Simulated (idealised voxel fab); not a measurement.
Herein follows the process module entitled voxel tone inversion.
We display cut, a cross-section 180 nm in width whose square cells are each 5 nm.
Just so we're on the same page, the cross-sections are grids of square cells, and they're listed out in bands top to bottom, each band one or more rows deep.
Per band: top height and bottom height in nm, followed by the left-to-right materials and their widths in nm; "edge to edge" marks a single material spanning edge to edge, "blank" marks empty space.
Height 0 is the level under which the wafer as received is all one material. The lowest band goes on downwards, as in "0 down".
A width such as "30->40" changes by the same amount from each row of cells to the next, from the band's top row to its bottom row.
A step reported as "stayed the same" is a step in which no cell of the cross-section changed.
You'll see "Enclosed void inventory" listing empty spaces that have no way open to the top, as long as they're 8 cells or more; the notation is width x height at distance, where the distance is from the left edge, and all of it is in nm.
What comes after the settings on a step's line is commentary from the simulator itself on that step.
overlay nm: where the mask lay relative to plan, measured to the right, on steps with a mask; negatives go left.
**Planned process steps**
1) RECEIVE,material Si
2) CONFORMAL_DEP,material SiN,thk nm 5
3) DIRECTIONAL_DEP,material aC,thk nm 15
4) PATTERN,tone cover,mask id POSTS,material resist,width nm 20,pitch nm 35,thk nm 25,overlay nm 0
5) DIRECTIONAL_ETCH,etch materials aC,depth nm 15
6) STRIP,etch materials resist
7) FILL_DEP,material SiO2,thk nm 5
8) CMP,height nm 20
9) STRIP,etch materials aC
**Of two wafers, the first: run according to plan**
**Delivered wafer in cross-section: state after step 1**
	0 down  Si edge to edge
	Enclosed void inventory: none
**Take a look at the wafer's cross-section after step 2**
	5 to 0  SiN edge to edge
	Below 0, the layers are the same as they were.
**Take a look at the wafer's cross-section after step 3**
	20 to 5  aC edge to edge
	Below 5, the layers are the same as they were.
**Take a look at the wafer's cross-section after step 4**
	45 to 20  blank=45, resist=20, blank=15, resist=20, blank=15, resist=20, blank=45
	Below 20, the layers are the same as they were.
**Take a look at the wafer's cross-section after step 5**
	30 to 20  blank=45, resist=20, blank=15, resist=20, blank=15, resist=20, blank=45
	20 to 5  blank=45, aC=20, blank=15, aC=20, blank=15, aC=20, blank=45
	Below 5, the layers are the same as they were.
**Take a look at the wafer's cross-section after step 6**
	20 to 5  blank=45, aC=20, blank=15, aC=20, blank=15, aC=20, blank=45
	Below 5, the layers are the same as they were.
**Take a look at the wafer's cross-section after step 7**
	25 to 20  SiO2 edge to edge
	20 to 5  SiO2=45, aC=20, SiO2=15, aC=20, SiO2=15, aC=20, SiO2=45
	Below 5, the layers are the same as they were.
**Take a look at the wafer's cross-section after step 8**
	20 to 5  SiO2=45, aC=20, SiO2=15, aC=20, SiO2=15, aC=20, SiO2=45
	Below 5, the layers are the same as they were.
**Take a look at the wafer's cross-section after step 9**
	20 to 5  SiO2=45, blank=20, SiO2=15, blank=20, SiO2=15, blank=20, SiO2=45
	Below 5, the layers are the same as they were.
**Here the second wafer is described. Its start and its plan were those of the first wafer. Its run contained one mistake. Up to and including step 7, it did exactly what the first wafer did**
**Second wafer: cross-section at the scheduled end of step 8**
	20 to 5  SiO2=45, aC=20, SiO2=15, aC=20, SiO2=15, aC=20, SiO2=45
	Below 5, the layers are the same as they were.
**Second wafer: cross-section at the scheduled end of step 9**
	20 to 5  SiO2=45, blank=20, SiO2=15, blank=20, SiO2=15, blank=20, SiO2=45
	Below 5, the layers are the same as they were.
The plan and the run diverged here: execution of plan step 8 occurred twice
At process end the two wafers are indistinguishable in cross-section, so the error does not change what this model computes.
